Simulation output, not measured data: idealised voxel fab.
process module | voxel capacitor over wiring
cross-section cut | 240 nm wide | cells 5 nm
A cross-section is a grid of square cells, given in bands from the top down. A band is one or more rows of cells.
Each band's line starts with the height of the band's top and of its bottom, in nm. Then come its materials from left to right, each with its width in nm. One material with "throughout" fills the band from edge to edge. "air" is empty space.
Height 0 is the level under which the wafer as received is all one material. The lowest band goes on downwards, as in "0 down".
A width such as "30 to 40" changes by the same amount from each row of cells to the next, from the band's top row to its bottom row.
"no change" after a step means that no cell of the cross-section changed.
closed voids: empty space of 8 cells or more with no open way to the top, each as width x height at its distance from the left edge, in nm
after a step's settings: what the simulator itself notes on the step
overlay nm, on a step with a mask: how far to the right of its planned place the mask lay; to the left if negative
plan
1 op RECEIVE | material Si
2 op CONFORMAL_DEP | material SiO2 | thk nm 10
3 op CONFORMAL_DEP | material SiN | thk nm 5
4 op DIRECTIONAL_DEP | material SiO2 | thk nm 15
5 op PATTERN | tone open | mask id METAL_1 | material resist | width nm 30 | pitch nm 80 | thk nm 15 | overlay nm 0
6 op DIRECTIONAL_ETCH | etch materials SiO2 | depth nm 15
7 op DIRECTIONAL_ETCH | etch materials SiN | depth nm 5
8 op STRIP | etch materials resist
9 op CONFORMAL_DEP | material TiN | thk nm 5
10 op FILL_DEP | material Cu | thk nm 5
11 op CMP | height nm 30
12 op EPI | material Ru | thk nm 5
13 op FILL_DEP | material SiCN | thk nm 5
14 op DIRECTIONAL_DEP | material SiO2 | thk nm 15
15 op DIRECTIONAL_DEP | material aC | thk nm 15
16 op PATTERN | tone open | mask id PLUG_1 | material resist | width nm 15 | thk nm 30 | overlay nm 0
17 op DIRECTIONAL_ETCH | etch materials aC | depth nm 15
18 op STRIP | etch materials resist
19 op DIRECTIONAL_ETCH | etch materials SiO2 | depth nm 15
20 op DIRECTIONAL_ETCH | etch materials SiCN | depth nm 5
21 op STRIP | etch materials aC
22 op CONFORMAL_DEP | material TiN | thk nm 5
23 op FILL_DEP | material W | thk nm 10
24 op CMP | height nm 55
25 op DIRECTIONAL_DEP | material TiN | thk nm 10
26 op DIRECTIONAL_DEP | material Al2O3 | thk nm 5
27 op DIRECTIONAL_DEP | material TiN | thk nm 5
28 op MASKED_ETCH | tone cover | mask id UPPER_PLATE | width nm 45 | etch materials TiN | depth nm 5 | overlay nm 0
29 op MASKED_ETCH | tone cover | mask id UPPER_PLATE | width nm 55 | etch materials Al2O3 | depth nm 5 | overlay nm 0
30 op MASKED_ETCH | tone cover | mask id LOWER_PLATE | width nm 65 | etch materials TiN | depth nm 10 | overlay nm 0
31 op FILL_DEP | material SiO2 | thk nm 20
32 op CMP | height nm 90
33 op DIRECTIONAL_DEP | material aC | thk nm 15
34 op PATTERN | tone open | mask id PLUG_2 | material resist | width nm 15 | thk nm 35 | overlay nm 0
35 op DIRECTIONAL_ETCH | etch materials aC | depth nm 15
36 op STRIP | etch materials resist
37 op DIRECTIONAL_ETCH | etch materials SiO2 | depth nm 15
38 op STRIP | etch materials aC
39 op CONFORMAL_DEP | material TiN | thk nm 5
40 op FILL_DEP | material Ru | thk nm 5
41 op CMP | height nm 90
42 op CONFORMAL_DEP | material SiN | thk nm 5
varied across the wafers: width nm of step 28. The plan shows the first wafer's value. All wafers start alike
first wafer as received, after step 1
  0 down: Si throughout
  closed voids: none
each wafer at the end: cells of each material gained (+) or lost (-) since it was received, then its closed voids
width nm 45 | +11 Al2O3 | +24 Cu | +18 Ru | +77 SiCN | +84 SiN | +620 SiO2 | +75 TiN | +3 W | closed voids: none
width nm 50 | +11 Al2O3 | +24 Cu | +18 Ru | +77 SiCN | +84 SiN | +619 SiO2 | +76 TiN | +3 W | closed voids: none
width nm 55 | +11 Al2O3 | +24 Cu | +18 Ru | +77 SiCN | +84 SiN | +618 SiO2 | +77 TiN | +3 W | closed voids: none
width nm 60 | +12 Al2O3 | +24 Cu | +18 Ru | +77 SiCN | +84 SiN | +616 SiO2 | +78 TiN | +3 W | closed voids: none
width nm 65 | +13 Al2O3 | +24 Cu | +18 Ru | +77 SiCN | +84 SiN | +614 SiO2 | +79 TiN | +3 W | closed voids: none
width nm 70 | +14 Al2O3 | +24 Cu | +18 Ru | +77 SiCN | +84 SiN | +611 SiO2 | +81 TiN | +3 W | closed voids: none
